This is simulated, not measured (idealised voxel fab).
The process module that follows is named voxel self aligned contacts.
Square cell edge 5 nm, section width 300 nm, ID cut.
Cross-section format: a grid of square cells, given as bands from top to bottom; each band is one or more rows of cells.
What a band's entry tells you: where the top is and where the bottom is, as heights in nm, and after that what lies inside, material by material from left to right, each with its width in nm. Empty space is written as the word "empty", and a single material marked with the word "throughout" occupies the band from edge to edge.
Heights are measured from 0, the level below which the as-received wafer is all one material; the lowest band has no bottom and continues downward, written as in "0 and below".
It should be noted that a width expressed as "30 to 40" varies in equal increments from row to row of cells within the band, taking the value of the first number at the top row and that of the second number at the bottom row.
"no alteration" -> step changed no cross-section cell.
What "Sealed internal voids" gives you is every empty space of 8 cells or more that is cut off from the top. Each appears as width x height at distance, with the distance taken from the left edge and width, height and distance all in nm.
That trailing text on a step's line, after the settings, is the simulator's own remark on the step.
overlay nm: step with mask; distance mask lay right of planned place; negative value = left of planned place.

-- Process steps - plan
| 1 | RECEIVE | material Si |
| 2 | CONFORMAL_DEP | material SiO2 | thk nm 5 |
| 3 | DIRECTIONAL_DEP | material polySi | thk nm 20 |
| 4 | DIRECTIONAL_DEP | material SiN | thk nm 15 |
| 5 | PATTERN | tone cover | mask id GATE | material resist | width nm 25 | pitch nm 60 | thk nm 15 | overlay nm 0 |
| 6 | DIRECTIONAL_ETCH | etch materials SiN | depth nm 15 |
| 7 | DIRECTIONAL_ETCH | etch materials polySi | depth nm 20 |
| 8 | STRIP | etch materials resist |
| 9 | CONFORMAL_DEP | material SiN | thk nm 5 |
| 10 | DIRECTIONAL_ETCH | etch materials SiN | depth nm 5 |
| 11 | FILL_DEP | material SiO2 | thk nm 15 |
| 12 | CMP | height nm 50 |
| 13 | PATTERN | tone open | mask id CONTACT | material resist | width nm 45 | pitch nm 60 | thk nm 15 | overlay nm 0 |
| 14 | DIRECTIONAL_ETCH | etch materials SiO2 | depth nm 50 |
| 15 | STRIP | etch materials resist |
| 16 | CONFORMAL_DEP | material TiN | thk nm 5 |
| 17 | FILL_DEP | material W | thk nm 10 |
| 18 | CMP | height nm 50 |
| 19 | CONFORMAL_DEP | material SiCN | thk nm 5 |

-- The following pertains to the first of two wafers, which was processed as planned

-- Received-state cross-section, reflecting completion of step 1
> 0 and below | Si throughout
> Sealed internal voids: none

-- The following cross-section depicts the wafer upon completion of step 2
> 5 down to 0 | SiO2 throughout
> Everything below 0 is unchanged.

-- The following cross-section depicts the wafer upon completion of step 3
> 25 down to 5 | polySi throughout
> Everything below 5 is unchanged.

-- The following cross-section depicts the wafer upon completion of step 4
> 40 down to 25 | SiN throughout
> Everything below 25 is unchanged.

-- The following cross-section depicts the wafer upon completion of step 5
> 55 down to 40 | empty: 75, then resist: 25, then empty: 35, then resist: 25, then empty: 35, then resist: 25, then empty: 80
> Everything below 40 is unchanged.

-- The following cross-section depicts the wafer upon completion of step 6
> 55 down to 40 | empty: 75, then resist: 25, then empty: 35, then resist: 25, then empty: 35, then resist: 25, then empty: 80
> 40 down to 25 | empty: 75, then SiN: 25, then empty: 35, then SiN: 25, then empty: 35, then SiN: 25, then empty: 80
> Everything below 25 is unchanged.

-- The following cross-section depicts the wafer upon completion of step 7
> 55 down to 40 | empty: 75, then resist: 25, then empty: 35, then resist: 25, then empty: 35, then resist: 25, then empty: 80
> 40 down to 25 | empty: 75, then SiN: 25, then empty: 35, then SiN: 25, then empty: 35, then SiN: 25, then empty: 80
> 25 down to 5 | empty: 75, then polySi: 25, then empty: 35, then polySi: 25, then empty: 35, then polySi: 25, then empty: 80
> Everything below 5 is unchanged.

-- The following cross-section depicts the wafer upon completion of step 8
> 40 down to 25 | empty: 75, then SiN: 25, then empty: 35, then SiN: 25, then empty: 35, then SiN: 25, then empty: 80
> Everything below 25 is unchanged.

-- The following cross-section depicts the wafer upon completion of step 9
> 45 down to 25 | empty: 70, then SiN: 35, then empty: 25, then SiN: 35, then empty: 25, then SiN: 35, then empty: 75
> 25 down to 10 | empty: 70, then SiN: 5, then polySi: 25, then SiN: 5, then empty: 25, then SiN: 5, then polySi: 25, then SiN: 5, then empty: 25, then SiN: 5, then polySi: 25, then SiN: 5, then empty: 75
> 10 down to 5 | SiN: 75, then polySi: 25, then SiN: 35, then polySi: 25, then SiN: 35, then polySi: 25, then SiN: 80
> Everything below 5 is unchanged.

-- The following cross-section depicts the wafer upon completion of step 10
> 40 down to 25 | empty: 70, then SiN: 35, then empty: 25, then SiN: 35, then empty: 25, then SiN: 35, then empty: 75
> 25 down to 5 | empty: 70, then SiN: 5, then polySi: 25, then SiN: 5, then empty: 25, then SiN: 5, then polySi: 25, then SiN: 5, then empty: 25, then SiN: 5, then polySi: 25, then SiN: 5, then empty: 75
> Everything below 5 is unchanged.

-- The following cross-section depicts the wafer upon completion of step 11
> 55 down to 40 | SiO2 throughout
> 40 down to 25 | SiO2: 70, then SiN: 35, then SiO2: 25, then SiN: 35, then SiO2: 25, then SiN: 35, then SiO2: 75
> 25 down to 5 | SiO2: 70, then SiN: 5, then polySi: 25, then SiN: 5, then SiO2: 25, then SiN: 5, then polySi: 25, then SiN: 5, then SiO2: 25, then SiN: 5, then polySi: 25, then SiN: 5, then SiO2: 75
> Everything below 5 is unchanged.

-- The following cross-section depicts the wafer upon completion of step 12
> 50 down to 40 | SiO2 throughout
> Everything below 40 is unchanged.

-- The following cross-section depicts the wafer upon completion of step 13
> 65 down to 50 | resist: 95, then empty: 45, then resist: 15, then empty: 45, then resist: 100
> Everything below 50 is unchanged.

-- The following cross-section depicts the wafer upon completion of step 14
> 65 down to 50 | resist: 95, then empty: 45, then resist: 15, then empty: 45, then resist: 100
> 50 down to 40 | SiO2: 95, then empty: 45, then SiO2: 15, then empty: 45, then SiO2: 100
> 40 down to 25 | SiO2: 70, then SiN: 35, then empty: 25, then SiN: 35, then empty: 25, then SiN: 35, then SiO2: 75
> 25 down to 5 | SiO2: 70, then SiN: 5, then polySi: 25, then SiN: 5, then empty: 25, then SiN: 5, then polySi: 25, then SiN: 5, then empty: 25, then SiN: 5, then polySi: 25, then SiN: 5, then SiO2: 75
> 5 down to 0 | SiO2: 105, then empty: 25, then SiO2: 35, then empty: 25, then SiO2: 110
> Everything below 0 is unchanged.

-- The following cross-section depicts the wafer upon completion of step 15
> 50 down to 40 | SiO2: 95, then empty: 45, then SiO2: 15, then empty: 45, then SiO2: 100
> Everything below 40 is unchanged.

-- The following cross-section depicts the wafer upon completion of step 16
> 55 down to 50 | TiN: 100, then empty: 35, then TiN: 25, then empty: 35, then TiN: 105
> 50 down to 40 | SiO2: 95, then TiN: 5 to 15, then empty: 35 to 15, then TiN: 5 to 15, then SiO2: 15, then TiN: 5 to 15, then empty: 35 to 15, then TiN: 5 to 15, then SiO2: 100
> 40 down to 25 | SiO2: 70, then SiN: 35, then TiN: 5, then empty: 15, then TiN: 5, then SiN: 35, then TiN: 5, then empty: 15, then TiN: 5, then SiN: 35, then SiO2: 75
> 25 down to 5 | SiO2: 70, then SiN: 5, then polySi: 25, then SiN: 5, then TiN: 5, then empty: 15, then TiN: 5, then SiN: 5, then polySi: 25, then SiN: 5, then TiN: 5, then empty: 15, then TiN: 5, then SiN: 5, then polySi: 25, then SiN: 5, then SiO2: 75
> 5 down to 0 | SiO2: 105, then TiN: 25, then SiO2: 35, then TiN: 25, then SiO2: 110
> Everything below 0 is unchanged.

-- The following cross-section depicts the wafer upon completion of step 17
> 65 down to 55 | W throughout
> 55 down to 50 | TiN: 100, then W: 35, then TiN: 25, then W: 35, then TiN: 105
> 50 down to 40 | SiO2: 95, then TiN: 5 to 15, then W: 35 to 15, then TiN: 5 to 15, then SiO2: 15, then TiN: 5 to 15, then W: 35 to 15, then TiN: 5 to 15, then SiO2: 100
> 40 down to 25 | SiO2: 70, then SiN: 35, then TiN: 5, then W: 15, then TiN: 5, then SiN: 35, then TiN: 5, then W: 15, then TiN: 5, then SiN: 35, then SiO2: 75
> 25 down to 5 | SiO2: 70, then SiN: 5, then polySi: 25, then SiN: 5, then TiN: 5, then W: 15, then TiN: 5, then SiN: 5, then polySi: 25, then SiN: 5, then TiN: 5, then W: 15, then TiN: 5, then SiN: 5, then polySi: 25, then SiN: 5, then SiO2: 75
> Everything below 5 is unchanged.

-- The following cross-section depicts the wafer upon completion of step 18
> 50 down to 40 | SiO2: 95, then TiN: 5 to 15, then W: 35 to 15, then TiN: 5 to 15, then SiO2: 15, then TiN: 5 to 15, then W: 35 to 15, then TiN: 5 to 15, then SiO2: 100
> Everything below 40 is unchanged.

-- The following cross-section depicts the wafer upon completion of step 19
> 55 down to 50 | SiCN throughout
> Everything below 50 is unchanged.

-- Now the other wafer: same start, same recipe, but we messed up one thing when running it. Up to and including step 12 it's the same as the first one

-- Second wafer at the planned finish of step 13, seen in cross-section
> 65 down to 50 | empty: 95, then resist: 45, then empty: 15, then resist: 45, then empty: 100
> Everything below 50 is unchanged.

-- Second wafer at the planned finish of step 14, seen in cross-section
> 65 down to 50 | empty: 95, then resist: 45, then empty: 15, then resist: 45, then empty: 100
> 50 down to 40 | empty: 95, then SiO2: 45, then empty: 15, then SiO2: 45, then empty: 100
> 40 down to 25 | empty: 70, then SiN: 35, then SiO2: 25, then SiN: 35, then SiO2: 25, then SiN: 35, then empty: 75
> 25 down to 5 | empty: 70, then SiN: 5, then polySi: 25, then SiN: 5, then SiO2: 25, then SiN: 5, then polySi: 25, then SiN: 5, then SiO2: 25, then SiN: 5, then polySi: 25, then SiN: 5, then empty: 75
> 5 down to 0 | empty: 70, then SiO2: 155, then empty: 75
> Everything below 0 is unchanged.

-- Second wafer at the planned finish of step 15, seen in cross-section
> 50 down to 40 | empty: 95, then SiO2: 45, then empty: 15, then SiO2: 45, then empty: 100
> Everything below 40 is unchanged.

-- Second wafer at the planned finish of step 16, seen in cross-section
> 55 down to 50 | empty: 90, then TiN: 55, then empty: 5, then TiN: 55, then empty: 95
> 50 down to 45 | empty: 90, then TiN: 5, then SiO2: 45, then TiN: 5, then empty: 5, then TiN: 5, then SiO2: 45, then TiN: 5, then empty: 95
> 45 down to 40 | empty: 65, then TiN: 30, then SiO2: 45, then TiN: 15, then SiO2: 45, then TiN: 30, then empty: 70
> 40 down to 25 | empty: 65, then TiN: 5, then SiN: 35, then SiO2: 25, then SiN: 35, then SiO2: 25, then SiN: 35, then TiN: 5, then empty: 70
> 25 down to 5 | empty: 65, then TiN: 5, then SiN: 5, then polySi: 25, then SiN: 5, then SiO2: 25, then SiN: 5, then polySi: 25, then SiN: 5, then SiO2: 25, then SiN: 5, then polySi: 25, then SiN: 5, then TiN: 5, then empty: 70
> 5 down to 0 | TiN: 70, then SiO2: 155, then TiN: 75
> Everything below 0 is unchanged.

-- Second wafer at the planned finish of step 17, seen in cross-section
> 65 down to 55 | W throughout
> 55 down to 50 | W: 90, then TiN: 55, then W: 5, then TiN: 55, then W: 95
> 50 down to 45 | W: 90, then TiN: 5, then SiO2: 45, then TiN: 5, then W: 5, then TiN: 5, then SiO2: 45, then TiN: 5, then W: 95
> 45 down to 40 | W: 65, then TiN: 30, then SiO2: 45, then TiN: 15, then SiO2: 45, then TiN: 30, then W: 70
> 40 down to 25 | W: 65, then TiN: 5, then SiN: 35, then SiO2: 25, then SiN: 35, then SiO2: 25, then SiN: 35, then TiN: 5, then W: 70
> 25 down to 5 | W: 65, then TiN: 5, then SiN: 5, then polySi: 25, then SiN: 5, then SiO2: 25, then SiN: 5, then polySi: 25, then SiN: 5, then SiO2: 25, then SiN: 5, then polySi: 25, then SiN: 5, then TiN: 5, then W: 70
> Everything below 5 is unchanged.

-- Second wafer at the planned finish of step 18, seen in cross-section
> 50 down to 45 | W: 90, then TiN: 5, then SiO2: 45, then TiN: 5, then W: 5, then TiN: 5, then SiO2: 45, then TiN: 5, then W: 95
> Everything below 45 is unchanged.

-- Second wafer at the planned finish of step 19, seen in cross-section
> 55 down to 50 | SiCN throughout
> Everything below 50 is unchanged.
Which mistake was made when the wafer was run? step 13 did not happen as planned, as run it was PATTERN | tone cover | mask id CONTACT | material resist | width nm 45 | pitch nm 60 | thk nm 15 | overlay nm 0
Final cells, second wafer relative to first, materials higher or lower: -200 SiO2; +8 TiN; +192 W
